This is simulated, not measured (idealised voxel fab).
Title: Process Module voxel wiring stack
This is section cut - it's 275 nm across, gridded in 5 nm square cells.
How to read a cross-section here: the picture is a grid of square cells, written as bands going from the top down, and any band can span one or more rows of cells. Per band: top height and bottom height in nm, followed by the left-to-right materials and their widths in nm; "full width" marks a single material spanning edge to edge, "blank" marks empty space. It should be noted that heights are counted from 0, beneath which the wafer as supplied is of one material throughout, and that the lowest band possesses no lower boundary but continues downward, as written in "0 and below". Graded width ("30..40"): value in top row of band = first number; value in bottom row = second number; row-to-row change constant. "no change" (step): cross-section cells unchanged, all of them. Look at "Closed internal voids" for the closed voids: empty spaces with no open path to the top, sized 8 cells or up. Each is width x height at distance, distance from the left edge, all nm. Past the settings on a step's line: simulator remark, on that step. overlay nm: how far to the right of its planned place the mask lay on this masked step (negative: to the left).

PLANNED STEP LIST FOR THE PROCESS
1: RECEIVE (material Si)
2: CONFORMAL_DEP (material SiO2; thk nm 15)
3: DIRECTIONAL_DEP (material TiN; thk nm 5)
4: DIRECTIONAL_DEP (material W; thk nm 25)
5: DIRECTIONAL_DEP (material aC; thk nm 10)
6: PATTERN (tone cover; mask id METAL_1; material resist; width nm 25; pitch nm 55; thk nm 30; overlay nm 0)
7: DIRECTIONAL_ETCH (etch materials aC; depth nm 10)
8: STRIP (etch materials resist)
9: DIRECTIONAL_ETCH (etch materials W; depth nm 25)
10: DIRECTIONAL_ETCH (etch materials TiN; depth nm 5)
11: STRIP (etch materials aC)
12: FILL_DEP (material SiO2; thk nm 5)
13: CMP (height nm 45)
14: CONFORMAL_DEP (material SiCN; thk nm 5)
15: DIRECTIONAL_DEP (material SiO2; thk nm 15)
16: DIRECTIONAL_DEP (material aC; thk nm 15)
17: PATTERN (tone open; mask id PLUG_1; material resist; width nm 15; pitch nm 110; thk nm 35; overlay nm 0)
18: DIRECTIONAL_ETCH (etch materials aC; depth nm 15)
19: STRIP (etch materials resist)
20: DIRECTIONAL_ETCH (etch materials SiO2; depth nm 15)
21: DIRECTIONAL_ETCH (etch materials SiCN; depth nm 5)
22: STRIP (etch materials aC)
23: CONFORMAL_DEP (material TiN; thk nm 5)
24: FILL_DEP (material Cu; thk nm 10)
25: CMP (height nm 65)
26: DIRECTIONAL_DEP (material TiN; thk nm 5)
27: DIRECTIONAL_DEP (material W; thk nm 15)
28: PATTERN (tone cover; mask id METAL_2; material resist; width nm 25; pitch nm 55; thk nm 20; overlay nm 0)
29: DIRECTIONAL_ETCH (etch materials W; depth nm 15)
30: DIRECTIONAL_ETCH (etch materials TiN; depth nm 5)
31: STRIP (etch materials resist)
32: CONFORMAL_DEP (material SiCN; thk nm 5)
33: FILL_DEP (material SiO2; thk nm 10)
34: CMP (height nm 85)
35: CONFORMAL_DEP (material SiCN; thk nm 5)
36: DIRECTIONAL_DEP (material SiO2; thk nm 25)
37: PATTERN (tone open; mask id METAL_3; material resist; width nm 25; pitch nm 55; thk nm 20; overlay nm 0)
38: DIRECTIONAL_ETCH (etch materials SiO2; depth nm 15)
39: STRIP (etch materials resist)
40: PATTERN (tone open; mask id METAL_3_HOLES; material resist; width nm 15; pitch nm 55; thk nm 20; overlay nm 0)
41: DIRECTIONAL_ETCH (etch materials SiO2; depth nm 10)
42: DIRECTIONAL_ETCH (etch materials SiCN; depth nm 5)
43: STRIP (etch materials resist)
44: CONFORMAL_DEP (material TiN; thk nm 5)
45: FILL_DEP (material Ru; thk nm 5)
46: CMP (height nm 115)
47: CONFORMAL_DEP (material SiCN; thk nm 5)
48: DIRECTIONAL_DEP (material lowk; thk nm 30)
49: DIRECTIONAL_DEP (material aC; thk nm 15)
50: PATTERN (tone open; mask id METAL_4; material resist; width nm 25; pitch nm 55; thk nm 35; overlay nm 0)
51: DIRECTIONAL_ETCH (etch materials aC; depth nm 15)
52: STRIP (etch materials resist)
53: DIRECTIONAL_ETCH (etch materials lowk; depth nm 15)
54: STRIP (etch materials aC)
55: DIRECTIONAL_DEP (material aC; thk nm 10)
56: PATTERN (tone open; mask id METAL_4_HOLES; material resist; width nm 15; pitch nm 55; thk nm 25; overlay nm 0)
57: DIRECTIONAL_ETCH (etch materials aC; depth nm 10)
58: STRIP (etch materials resist)
59: DIRECTIONAL_ETCH (etch materials lowk; depth nm 15)
60: DIRECTIONAL_ETCH (etch materials SiCN; depth nm 5)
61: STRIP (etch materials aC)
62: CONFORMAL_DEP (material TiN; thk nm 5)
63: FILL_DEP (material Cu; thk nm 10)
64: CMP (height nm 150)
65: CONFORMAL_DEP (material SiN; thk nm 5)

THE CROSS-SECTION HERE SHOWS THE WAFER AS RECEIVED, I.E. IN ITS STATE AFTER STEP 1
	0 and below  Si full width
	Closed internal voids: none

BELOW IS THE WAFER IN CROSS-SECTION AFTER THE MODULE WAS COMPLETED. IT BEGAN FROM THE STARTING POINT SHOWN ABOVE AND FOLLOWED THE PLAN SHOWN ABOVE, EXCEPT THAT ONE MISTAKE WAS MADE WHILE RUNNING IT
	155 down to 150  SiN full width
	150 down to 145  SiCN 40, TiN 15, SiCN 40, TiN 15, SiCN 40, TiN 15, SiCN 40, TiN 15, SiCN 55
	145 down to 115  lowk full width
	115 down to 105  SiO2 40, TiN 5, Ru 15, TiN 5, SiO2 30, TiN 5, Ru 15, TiN 5, SiO2 30, TiN 5, Ru 15, TiN 5, SiO2 30, TiN 5, Ru 15, TiN 5, SiO2 45
	105 down to 100  SiO2 40, TiN 5, Ru 5, TiN 15, SiO2 30, TiN 5, Ru 5, TiN 15, SiO2 30, TiN 5, Ru 5, TiN 15, SiO2 30, TiN 5, Ru 5, TiN 15, SiO2 45
	100 down to 90  SiO2 40, TiN 5, Ru 5, TiN 5, SiO2 40, TiN 5, Ru 5, TiN 5, SiO2 40, TiN 5, Ru 5, TiN 5, SiO2 40, TiN 5, Ru 5, TiN 5, SiO2 55
	90 down to 85  SiCN 40, TiN 15, SiCN 40, TiN 15, SiCN 40, TiN 15, SiCN 40, TiN 15, SiCN 55
	85 down to 70  SiO2 35, SiCN 5, W 25, SiCN 5, SiO2 20, SiCN 5, W 25, SiCN 5, SiO2 20, SiCN 5, W 25, SiCN 5, SiO2 20, SiCN 5, W 25, SiCN 5, SiO2 40
	70 down to 65  SiCN 40, TiN 25, SiCN 30, TiN 25, SiCN 30, TiN 25, SiCN 30, TiN 25, SiCN 45
	65 down to 50  SiO2 40, TiN 5, Cu 5, TiN 5, SiO2 95, TiN 5, Cu 5, TiN 5, SiO2 110
	50 down to 45  SiCN 40, TiN 15, SiCN 95, TiN 15, SiCN 110
	45 down to 20  SiO2 40, W 25, SiO2 30, W 25, SiO2 30, W 25, SiO2 30, W 25, SiO2 45
	20 down to 15  SiO2 40, TiN 25, SiO2 30, TiN 25, SiO2 30, TiN 25, SiO2 30, TiN 25, SiO2 45
	15 down to 0  SiO2 full width
	0 and below  Si full width
	Closed internal voids: none
Processing error: steps 47 and 48 traded places in the executed sequence
